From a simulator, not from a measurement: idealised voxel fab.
process module | voxel self aligned contacts
cross-section cut | 220 nm wide | cells 5 nm
A cross-section is a grid of square cells, given in bands from the top down. A band is one or more rows of cells.
Each band's line starts with the height of the band's top and of its bottom, in nm. Then come its materials from left to right, each with its width in nm. One material with "throughout" fills the band from edge to edge. "air" is empty space.
Height 0 is the level under which the wafer as received is all one material. The lowest band goes on downwards, as in "0 down".
A width such as "30 to 40" changes by the same amount from each row of cells to the next, from the band's top row to its bottom row.
"no change" after a step means that no cell of the cross-section changed.
closed voids: empty space of 8 cells or more with no open way to the top, each as width x height at its distance from the left edge, in nm
after a step's settings: what the simulator itself notes on the step
overlay nm, on a step with a mask: how far to the right of its planned place the mask lay; to the left if negative
plan
1 op RECEIVE | material Si
2 op OXIDIZE | depth nm 5
3 op DIRECTIONAL_DEP | material polySi | thk nm 30
4 op DIRECTIONAL_DEP | material SiN | thk nm 20
5 op PATTERN | tone cover | mask id GATE | material resist | width nm 35 | pitch nm 65 | thk nm 15 | overlay nm 0
6 op DIRECTIONAL_ETCH | etch materials SiN | depth nm 20
7 op DIRECTIONAL_ETCH | etch materials polySi | depth nm 30
8 op STRIP | etch materials resist
9 op CONFORMAL_DEP | material SiN | thk nm 5
10 op DIRECTIONAL_ETCH | etch materials SiN | depth nm 5
11 op FILL_DEP | material SiO2 | thk nm 15
12 op CMP | height nm 55
13 op PATTERN | tone open | mask id CONTACT | material resist | width nm 50 | pitch nm 65 | thk nm 15 | overlay nm 0
14 op DIRECTIONAL_ETCH | etch materials SiO2 | depth nm 60
15 op STRIP | etch materials resist
16 op CONFORMAL_DEP | material TiN | thk nm 5
17 op FILL_DEP | material Ru | thk nm 10
18 op CMP | height nm 55
19 op CONFORMAL_DEP | material SiN | thk nm 5
as received, after step 1
  0 down: Si throughout
  closed voids: none
first wafer at the end, as planned
  60 to 55: SiN throughout
  55 to 50: SiO2 50 | TiN 20 | Ru 10 | TiN 20 | SiO2 15 | TiN 20 | Ru 10 | TiN 20 | SiO2 55
  50 to 30: SiO2 20 | SiN 45 | TiN 5 | Ru 10 | TiN 5 | SiN 45 | TiN 5 | Ru 10 | TiN 5 | SiN 45 | SiO2 25
  30 to 0: SiO2 20 | SiN 5 | polySi 35 | SiN 5 | TiN 5 | Ru 10 | TiN 5 | SiN 5 | polySi 35 | SiN 5 | TiN 5 | Ru 10 | TiN 5 | SiN 5 | polySi 35 | SiN 5 | SiO2 25
  0 to -5: SiO2 65 | TiN 20 | SiO2 45 | TiN 20 | SiO2 70
  -5 down: Si throughout
  closed voids: none
second wafer at the end: like start, like plan, one mistake
  60 to 55: SiN throughout
  55 to 45: SiO2 50 | TiN 5 to 15 | Ru 40 to 20 | TiN 5 to 15 | SiO2 15 | TiN 5 to 15 | Ru 40 to 20 | TiN 5 to 15 | SiO2 55
  45 to 30: SiO2 25 | SiN 35 | TiN 5 | Ru 20 | TiN 5 | SiN 35 | TiN 5 | Ru 20 | TiN 5 | SiN 35 | SiO2 30
  30 to 0: SiO2 25 | polySi 35 | TiN 5 | Ru 20 | TiN 5 | polySi 35 | TiN 5 | Ru 20 | TiN 5 | polySi 35 | SiO2 30
  0 to -5: SiO2 60 | TiN 30 | SiO2 35 | TiN 30 | SiO2 65
  -5 down: Si throughout
  closed voids: none
what went wrong: step 9 was left out
at the end the second wafer has, in cells: 52 more of Ru | 81 fewer of SiN | 29 more of SiO2
